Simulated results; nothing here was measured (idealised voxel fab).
The document below concerns the process module designated voxel double patterning.
For reference, the cross-section in this document is cut, with width 190 nm and square cells of 5 nm.
In this document a cross-section is written as a grid of square cells. It is given as a series of bands, listed from the top down, and a band is one or more rows of cells. In this notation a band is specified by the heights of its top and bottom, in that order and in nm, after which its materials appear from left to right, each paired with its width in nm. The word "full width" attached to a single material means that material fills the band from edge to edge; the word "air" stands for empty space. Beneath 0, the wafer as received is one material, and that level is where height counting begins. The lowest band goes on downward without a bottom; it is written like "0 down". A width such as "30->40" changes by the same amount from each row of cells to the next, from the band's top row to its bottom row. "no alterations made" for a step: no cell of the cross-section changed in that step. "Closed cavity list" lists enclosed empty spaces (at least 8 cells, no open path upward to the top), each as width x height at distance from the left edge, in nm. If you see something after the settings on a step's line, that's the simulator's own remark about that step. overlay nm: mask right of planned place by this much (step with mask). Neg. = left.

Planned step list for the process
1 RECEIVE with material Si
2 CONFORMAL_DEP with material SiO2, thk nm 10
3 DIRECTIONAL_DEP with material polySi, thk nm 15
4 DIRECTIONAL_DEP with material SiN, thk nm 5
5 DIRECTIONAL_DEP with material aC, thk nm 10
6 PATTERN with tone open, mask id FIRST, material resist, width nm 15, pitch nm 50, thk nm 30, overlay nm 0
7 DIRECTIONAL_ETCH with etch materials aC, depth nm 10
8 STRIP with etch materials resist
9 DIRECTIONAL_ETCH with etch materials SiN, depth nm 5
10 STRIP with etch materials aC
11 MASKED_ETCH with tone open, mask id SECOND, width nm 15, pitch nm 50, etch materials SiN, depth nm 5, overlay nm 0
12 DIRECTIONAL_ETCH with etch materials polySi, depth nm 15
13 STRIP with etch materials SiN

First wafer, two in total, run as planned

Wafer as received: cross-section following step 1
	0 down | Si full width
	Closed cavity list: none

Wafer after step 2 (cross-section)
	10 to 0 | SiO2 full width
	At heights below 0, the structure remains unaltered.

Wafer after step 3 (cross-section)
	25 to 10 | polySi full width
	At heights below 10, the structure remains unaltered.

Wafer after step 4 (cross-section)
	30 to 25 | SiN full width
	At heights below 25, the structure remains unaltered.

Wafer after step 5 (cross-section)
	40 to 30 | aC full width
	At heights below 30, the structure remains unaltered.

Wafer after step 6 (cross-section)
	70 to 40 | resist 35 nm / air 15 nm / resist 35 nm / air 15 nm / resist 35 nm / air 15 nm / resist 40 nm
	At heights below 40, the structure remains unaltered.

Wafer after step 7 (cross-section)
	60 to 40 | resist 35 nm / air 15 nm / resist 35 nm / air 15 nm / resist 35 nm / air 15 nm / resist 40 nm
	40 to 30 | aC 35 nm / air 15 nm / aC 35 nm / air 15 nm / aC 35 nm / air 15 nm / aC 40 nm
	At heights below 30, the structure remains unaltered.

Wafer after step 8 (cross-section)
	40 to 30 | aC 35 nm / air 15 nm / aC 35 nm / air 15 nm / aC 35 nm / air 15 nm / aC 40 nm
	At heights below 30, the structure remains unaltered.

Wafer after step 9 (cross-section)
	40 to 30 | aC 35 nm / air 15 nm / aC 35 nm / air 15 nm / aC 35 nm / air 15 nm / aC 40 nm
	30 to 25 | SiN 35 nm / air 15 nm / SiN 35 nm / air 15 nm / SiN 35 nm / air 15 nm / SiN 40 nm
	At heights below 25, the structure remains unaltered.

Wafer after step 10 (cross-section)
	30 to 25 | SiN 35 nm / air 15 nm / SiN 35 nm / air 15 nm / SiN 35 nm / air 15 nm / SiN 40 nm
	At heights below 25, the structure remains unaltered.

Wafer after step 11 (cross-section)
	30 to 25 | SiN 35 nm / air 15 nm / SiN 10 nm / air 15 nm / SiN 10 nm / air 15 nm / SiN 10 nm / air 15 nm / SiN 10 nm / air 15 nm / SiN 40 nm
	At heights below 25, the structure remains unaltered.

Wafer after step 12 (cross-section)
	30 to 25 | SiN 35 nm / air 15 nm / SiN 10 nm / air 15 nm / SiN 10 nm / air 15 nm / SiN 10 nm / air 15 nm / SiN 10 nm / air 15 nm / SiN 40 nm
	25 to 10 | polySi 35 nm / air 15 nm / polySi 10 nm / air 15 nm / polySi 10 nm / air 15 nm / polySi 10 nm / air 15 nm / polySi 10 nm / air 15 nm / polySi 40 nm
	At heights below 10, the structure remains unaltered.

Wafer after step 13 (cross-section)
	25 to 10 | polySi 35 nm / air 15 nm / polySi 10 nm / air 15 nm / polySi 10 nm / air 15 nm / polySi 10 nm / air 15 nm / polySi 10 nm / air 15 nm / polySi 40 nm
	At heights below 10, the structure remains unaltered.

Second wafer. Start and plan as for the first. One mistake made in running. Agrees with the first up to and including step 5

Second wafer, sectioned view, at step 6's planned end time
	70 to 40 | resist 25 nm / air 15 nm / resist 35 nm / air 15 nm / resist 35 nm / air 15 nm / resist 50 nm
	At heights below 40, the structure remains unaltered.

Second wafer, sectioned view, at step 7's planned end time
	60 to 40 | resist 25 nm / air 15 nm / resist 35 nm / air 15 nm / resist 35 nm / air 15 nm / resist 50 nm
	40 to 30 | aC 25 nm / air 15 nm / aC 35 nm / air 15 nm / aC 35 nm / air 15 nm / aC 50 nm
	At heights below 30, the structure remains unaltered.

Second wafer, sectioned view, at step 8's planned end time
	40 to 30 | aC 25 nm / air 15 nm / aC 35 nm / air 15 nm / aC 35 nm / air 15 nm / aC 50 nm
	At heights below 30, the structure remains unaltered.

Second wafer, sectioned view, at step 9's planned end time
	40 to 30 | aC 25 nm / air 15 nm / aC 35 nm / air 15 nm / aC 35 nm / air 15 nm / aC 50 nm
	30 to 25 | SiN 25 nm / air 15 nm / SiN 35 nm / air 15 nm / SiN 35 nm / air 15 nm / SiN 50 nm
	At heights below 25, the structure remains unaltered.

Second wafer, sectioned view, at step 10's planned end time
	30 to 25 | SiN 25 nm / air 15 nm / SiN 35 nm / air 15 nm / SiN 35 nm / air 15 nm / SiN 50 nm
	At heights below 25, the structure remains unaltered.

Second wafer, sectioned view, at step 11's planned end time
	30 to 25 | SiN 25 nm / air 15 nm / SiN 20 nm / air 30 nm / SiN 20 nm / air 30 nm / SiN 50 nm
	At heights below 25, the structure remains unaltered.

Second wafer, sectioned view, at step 12's planned end time
	30 to 25 | SiN 25 nm / air 15 nm / SiN 20 nm / air 30 nm / SiN 20 nm / air 30 nm / SiN 50 nm
	25 to 10 | polySi 25 nm / air 15 nm / polySi 20 nm / air 30 nm / polySi 20 nm / air 30 nm / polySi 50 nm
	At heights below 10, the structure remains unaltered.

Second wafer, sectioned view, at step 13's planned end time
	25 to 10 | polySi 25 nm / air 15 nm / polySi 20 nm / air 30 nm / polySi 20 nm / air 30 nm / polySi 50 nm
	At heights below 10, the structure remains unaltered.
Plan not followed: step 6 ran as: PATTERN with tone open, mask id FIRST, material resist, width nm 15, pitch nm 50, thk nm 30, overlay nm -10
Both wafers, final: cells per material equal; arrangement not.
